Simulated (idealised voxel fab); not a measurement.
Name of the process module below: voxel fin reveal
It is cross-section cut that appears here, measuring 165 nm in width, its square cells being 5 nm in size.
Just so we're on the same page, the cross-sections are grids of square cells, and they're listed out in bands top to bottom, each band one or more rows deep.
Per band: top height and bottom height in nm, followed by the left-to-right materials and their widths in nm; "everywhere" marks a single material spanning edge to edge, "air" marks empty space.
Note: height 0 marks the level under which the wafer is uniformly one material as received. Lowest band unbounded below, written "from 0 down".
The notation "30..40" denotes a width that varies across the rows of cells in the band, beginning at the first number in the top row, finishing at the second number in the bottom row, and changing by an identical amount from each row to the next.
"no modifications" for a step: no cell of the cross-section changed in that step.
In "Enclosed void entries" the enclosed voids are listed, meaning empty spaces of 8 cells or larger without any opening to the top. The form is width x height at distance, distance from the left edge, units nm.
Text after the settings on a step's line: the simulator's own remark on that step.
overlay nm: mask right of planned place by this much (step with mask). Neg. = left.
[So here's the lineup of process steps we planned]
1,RECEIVE, material Si
2,CONFORMAL_DEP, material SiN, thk nm 5
3,MASKED_ETCH, tone cover, mask id FINS, width nm 15, pitch nm 40, etch materials SiN, depth nm 5, overlay nm 0
4,MASKED_ETCH, tone cover, mask id FINS, width nm 15, pitch nm 40, etch materials Si, depth nm 40, overlay nm 0
5,OXIDIZE, depth nm 5
6,FILL_DEP, material SiO2, thk nm 10
7,CMP, height nm 5
8,SELECTIVE_ETCH, etch materials SiO2, depth nm 25
9,STRIP, etch materials SiN
10,CONFORMAL_DEP, material SiO2, thk nm 5
[As received (post step 1): cross-section]
> from 0 down  Si everywhere
> Enclosed void entries: none
[Starting wafer: above. Plan: above. Run: one mistake. Cross-section after the module: below]
> from 5 to 0  55 nm air  20 nm SiO2  20 nm air  20 nm SiO2  50 nm air
> from 0 to -15  55 nm air  5 nm SiO2  10 nm Si  5 nm SiO2  20 nm air  5 nm SiO2  10 nm Si  5 nm SiO2  50 nm air
> from -15 to -45  60 nm SiO2  10 nm Si  30 nm SiO2  10 nm Si  55 nm SiO2
> from -45 down  Si everywhere
> Enclosed void entries: none
What was the processing mistake? step 3 changed vs plan, executed as MASKED_ETCH, tone cover, mask id FINS, width nm 20, pitch nm 40, etch materials SiN, depth nm 5, overlay nm 0
